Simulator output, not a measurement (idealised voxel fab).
Herein follows the process module entitled voxel released beams.
Each square cell in cross-section cut measures 5 nm, and the section as a whole is 280 nm wide.
Notation: cross-section as square-cell grid; stated in bands, top first, going down; one or more cell rows per band.
Heads up on the band format: heights come first, top then bottom, in nm. After that it's the materials left to right, each with its width in nm. A single material flagged "all across" fills the whole band edge to edge, and "air" means there's empty space there.
We count height from 0. Below that, the starting wafer is all one material. The lowest band never ends at the bottom but goes on down; see "0 nm and below" for how that is written.
Per-row width for "30..40": begins at first number (top row of band), ends at second number (bottom row), increment between rows held constant.
"nothing different" for a step: no cell of the cross-section changed in that step.
Each empty space that has no open way to the top and spans at least 8 cells appears under "Sealed void inventory" as width x height at distance, the distance counted from the left edge, all in nm.
That trailing text on a step's line, after the settings, is the simulator's own remark on the step.
What "overlay nm" on a step's line means: if the step has a mask, that mask lay this far to the right of its planned place, or, when the value is negative, to the left.
Steps in the process plan
1. RECEIVE [material Si]
2. CONFORMAL_DEP [material SiN] [thk nm 10]
3. DIRECTIONAL_DEP [material SiO2] [thk nm 15]
4. MASKED_ETCH [tone open] [mask id ANCHOR] [width nm 40] [etch materials SiO2] [depth nm 15] [overlay nm 0]
5. CONFORMAL_DEP [material W] [thk nm 15]
6. DIRECTIONAL_DEP [material aC] [thk nm 10]
7. PATTERN [tone cover] [mask id BEAM] [material resist] [width nm 120] [thk nm 25] [overlay nm 0]
8. DIRECTIONAL_ETCH [etch materials aC] [depth nm 10]
9. STRIP [etch materials resist]
10. DIRECTIONAL_ETCH [etch materials W] [depth nm 15]
11. STRIP [etch materials aC]
12. STRIP [etch materials SiO2]
The first of the two wafers, which ran as planned
So this is the incoming wafer in cross-section - it's already been through step 1
0 nm and below  Si all across
Sealed void inventory: none
Step 2 complete: cross-section through the wafer
10 nm to 0 nm  SiN all across
Anything lower than 0 is untouched.
Step 3 complete: cross-section through the wafer
25 nm to 10 nm  SiO2 all across
Anything lower than 10 is untouched.
Step 4 complete: cross-section through the wafer
25 nm to 10 nm  SiO2: 80  air: 40  SiO2: 160
Anything lower than 10 is untouched.
Step 5 complete: cross-section through the wafer
40 nm to 25 nm  W: 95  air: 10  W: 175
25 nm to 10 nm  SiO2: 80  W: 40  SiO2: 160
Anything lower than 10 is untouched.
Step 6 complete: cross-section through the wafer
50 nm to 40 nm  aC: 95  air: 10  aC: 175
40 nm to 35 nm  W: 95  air: 10  W: 175
35 nm to 25 nm  W: 95  aC: 10  W: 175
Anything lower than 25 is untouched.
Step 7 complete: cross-section through the wafer
75 nm to 50 nm  air: 75  resist: 120  air: 85
50 nm to 40 nm  aC: 95  resist: 10  aC: 175
40 nm to 35 nm  W: 95  resist: 10  W: 175
Anything lower than 35 is untouched.
Step 8 complete: cross-section through the wafer
65 nm to 50 nm  air: 75  resist: 120  air: 85
50 nm to 40 nm  air: 75  aC: 20  resist: 10  aC: 90  air: 85
Anything lower than 40 is untouched.
Step 9 complete: cross-section through the wafer
50 nm to 40 nm  air: 75  aC: 20  air: 10  aC: 90  air: 85
40 nm to 35 nm  W: 95  air: 10  W: 175
Anything lower than 35 is untouched.
Step 10 complete: cross-section through the wafer
50 nm to 40 nm  air: 75  aC: 20  air: 10  aC: 90  air: 85
40 nm to 35 nm  air: 75  W: 20  air: 10  W: 90  air: 85
35 nm to 25 nm  air: 75  W: 20  aC: 10  W: 90  air: 85
Anything lower than 25 is untouched.
Step 11 complete: cross-section through the wafer
40 nm to 25 nm  air: 75  W: 20  air: 10  W: 90  air: 85
Anything lower than 25 is untouched.
Step 12 complete: cross-section through the wafer
40 nm to 25 nm  air: 75  W: 20  air: 10  W: 90  air: 85
25 nm to 10 nm  air: 80  W: 40  air: 160
Anything lower than 10 is untouched.
Notes, second wafer: start = first wafer's, plan = first wafer's, execution had one mistake; history identical to first through step 1
Second wafer shown in cross-section at the time step 2 was slated to end
15 nm to 0 nm  SiO2 all across
Anything lower than 0 is untouched.
Second wafer shown in cross-section at the time step 3 was slated to end
25 nm to 15 nm  SiN all across
Anything lower than 15 is untouched.
Second wafer shown in cross-section at the time step 4 was slated to end: nothing different
Second wafer shown in cross-section at the time step 5 was slated to end
40 nm to 25 nm  W all across
Anything lower than 25 is untouched.
Second wafer shown in cross-section at the time step 6 was slated to end
50 nm to 40 nm  aC all across
Anything lower than 40 is untouched.
Second wafer shown in cross-section at the time step 7 was slated to end
75 nm to 50 nm  air: 75  resist: 120  air: 85
Anything lower than 50 is untouched.
Second wafer shown in cross-section at the time step 8 was slated to end
65 nm to 50 nm  air: 75  resist: 120  air: 85
50 nm to 40 nm  air: 75  aC: 120  air: 85
Anything lower than 40 is untouched.
Second wafer shown in cross-section at the time step 9 was slated to end
50 nm to 40 nm  air: 75  aC: 120  air: 85
Anything lower than 40 is untouched.
Second wafer shown in cross-section at the time step 10 was slated to end
50 nm to 40 nm  air: 75  aC: 120  air: 85
40 nm to 25 nm  air: 75  W: 120  air: 85
Anything lower than 25 is untouched.
Second wafer shown in cross-section at the time step 11 was slated to end
40 nm to 25 nm  air: 75  W: 120  air: 85
Anything lower than 25 is untouched.
Second wafer shown in cross-section at the time step 12 was slated to end: nothing different
Against the plan, the run slipped here: plan steps 2 and 3 run swapped
The final cell counts differ between the wafers, with the second having more or fewer of some materials than the first: SiO2 +168 | W -18
